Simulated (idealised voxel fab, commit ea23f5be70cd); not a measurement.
process module | voxel double patterning
cross-section cut | 240 nm wide | cells 5 nm
A cross-section is a grid of square cells, given in bands from the top down. A band is one or more rows of cells.
Each band's line starts with the height of the band's top and of its bottom, in nm. Then come its materials from left to right, each with its width in nm. One material with "throughout" fills the band from edge to edge. "air" is empty space.
Height 0 is the level under which the wafer as received is all one material. The lowest band goes on downwards, as in "0 down".
A width such as "30 to 40" changes by the same amount from each row of cells to the next, from the band's top row to its bottom row.
"no change" after a step means that no cell of the cross-section changed.
closed voids: empty space of 8 cells or more with no open way to the top, each as width x height at its distance from the left edge, in nm
after a step's settings: what the simulator itself notes on the step
overlay nm, on a step with a mask: how far to the right of its planned place the mask lay; to the left if negative
plan
1 op RECEIVE | material Si
2 op CONFORMAL_DEP | material SiO2 | thk nm 10
3 op DIRECTIONAL_DEP | material W | thk nm 15
4 op DIRECTIONAL_DEP | material SiCN | thk nm 5
5 op PATTERN | tone open | mask id FIRST | material resist | width nm 15 | pitch nm 50 | thk nm 15 | overlay nm 0
6 op DIRECTIONAL_ETCH | etch materials SiCN | depth nm 5
7 op STRIP | etch materials resist
8 op DIRECTIONAL_DEP | material aC | thk nm 10
9 op PATTERN | tone open | mask id SECOND | material resist | width nm 15 | thk nm 30 | overlay nm 0
10 op DIRECTIONAL_ETCH | etch materials aC | depth nm 10
11 op STRIP | etch materials resist
12 op DIRECTIONAL_ETCH | etch materials SiCN | depth nm 5
13 op STRIP | etch materials aC
14 op DIRECTIONAL_ETCH | etch materials W | depth nm 15
15 op STRIP | etch materials SiCN
as received, after step 1
  0 down: Si throughout
  closed voids: none
a wafer at the end: this start, this plan, one mistake
  25 to 20: W 85 | air 15 | W 35 | air 15 | W 90
  20 to 10: W throughout
  10 to 0: SiO2 throughout
  0 down: Si throughout
  closed voids: none
what went wrong: step 8 ran as: op DIRECTIONAL_DEP | material W | thk nm 10
